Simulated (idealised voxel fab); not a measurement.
process module | voxel air gaps
cross-section cut | 300 nm wide | cells 5 nm
A cross-section is a grid of square cells, given in bands from the top down. A band is one or more rows of cells.
Each band's line starts with the height of the band's top and of its bottom, in nm. Then come its materials from left to right, each with its width in nm. One material with "throughout" fills the band from edge to edge. "air" is empty space.
Height 0 is the level under which the wafer as received is all one material. The lowest band goes on downwards, as in "0 down".
A width such as "30 to 40" changes by the same amount from each row of cells to the next, from the band's top row to its bottom row.
"no change" after a step means that no cell of the cross-section changed.
closed voids: empty space of 8 cells or more with no open way to the top, each as width x height at its distance from the left edge, in nm
after a step's settings: what the simulator itself notes on the step
overlay nm, on a step with a mask: how far to the right of its planned place the mask lay; to the left if negative
plan
1 op RECEIVE | material Si
2 op CONFORMAL_DEP | material SiO2 | thk nm 10
3 op CONFORMAL_DEP | material SiCN | thk nm 5
4 op DIRECTIONAL_DEP | material SiO2 | thk nm 40
5 op MASKED_ETCH | tone open | mask id LINES | width nm 25 | pitch nm 50 | etch materials SiO2 | depth nm 40 | overlay nm 0
6 op CONFORMAL_DEP | material TiN | thk nm 5
7 op FILL_DEP | material Ru | thk nm 10
8 op CMP | height nm 55
9 op EPI | material Ru | thk nm 10
10 op SELECTIVE_ETCH | etch materials SiO2 | depth nm 50
11 op CONFORMAL_DEP | material SiCN | thk nm 5
as received, after step 1
  0 down: Si throughout
  closed voids: none
first wafer at the end, as planned
  70 to 65: air 70 | SiCN 155 | air 75
  65 to 55: air 70 | SiCN 5 | Ru 45 | SiCN 5 | Ru 45 | SiCN 5 | Ru 45 | SiCN 5 | air 75
  55 to 50: air 70 | SiCN 15 | TiN 5 | Ru 15 | TiN 5 | SiCN 25 | TiN 5 | Ru 15 | TiN 5 | SiCN 25 | TiN 5 | Ru 15 | TiN 5 | SiCN 15 | air 75
  50 to 20: air 80 | SiCN 5 | TiN 5 | Ru 15 | TiN 5 | SiCN 5 | air 15 | SiCN 5 | TiN 5 | Ru 15 | TiN 5 | SiCN 5 | air 15 | SiCN 5 | TiN 5 | Ru 15 | TiN 5 | SiCN 5 | air 85
  20 to 15: SiCN 85 | TiN 25 | SiCN 25 | TiN 25 | SiCN 25 | TiN 25 | SiCN 90
  15 to 10: SiCN throughout
  10 to 0: SiO2 throughout
  0 down: Si throughout
  closed voids: 15 x 30 at 115; 15 x 30 at 165
second wafer at the end: like start, like plan, one mistake
  70 to 65: air 60 | SiCN 155 | air 85
  65 to 55: air 60 | SiCN 5 | Ru 45 | SiCN 5 | Ru 45 | SiCN 5 | Ru 45 | SiCN 5 | air 85
  55 to 50: air 60 | SiCN 15 | TiN 5 | Ru 15 | TiN 5 | SiCN 25 | TiN 5 | Ru 15 | TiN 5 | SiCN 25 | TiN 5 | Ru 15 | TiN 5 | SiCN 15 | air 85
  50 to 20: air 70 | SiCN 5 | TiN 5 | Ru 15 | TiN 5 | SiCN 5 | air 15 | SiCN 5 | TiN 5 | Ru 15 | TiN 5 | SiCN 5 | air 15 | SiCN 5 | TiN 5 | Ru 15 | TiN 5 | SiCN 5 | air 95
  20 to 15: SiCN 75 | TiN 25 | SiCN 25 | TiN 25 | SiCN 25 | TiN 25 | SiCN 100
  15 to 10: SiCN throughout
  10 to 0: SiO2 throughout
  0 down: Si throughout
  closed voids: 15 x 30 at 105; 15 x 30 at 155
what went wrong: step 5 ran as: op MASKED_ETCH | tone open | mask id LINES | width nm 25 | pitch nm 50 | etch materials SiO2 | depth nm 40 | overlay nm -10
at the end the second wafer has, in cells: as many of each material as the first, in other places
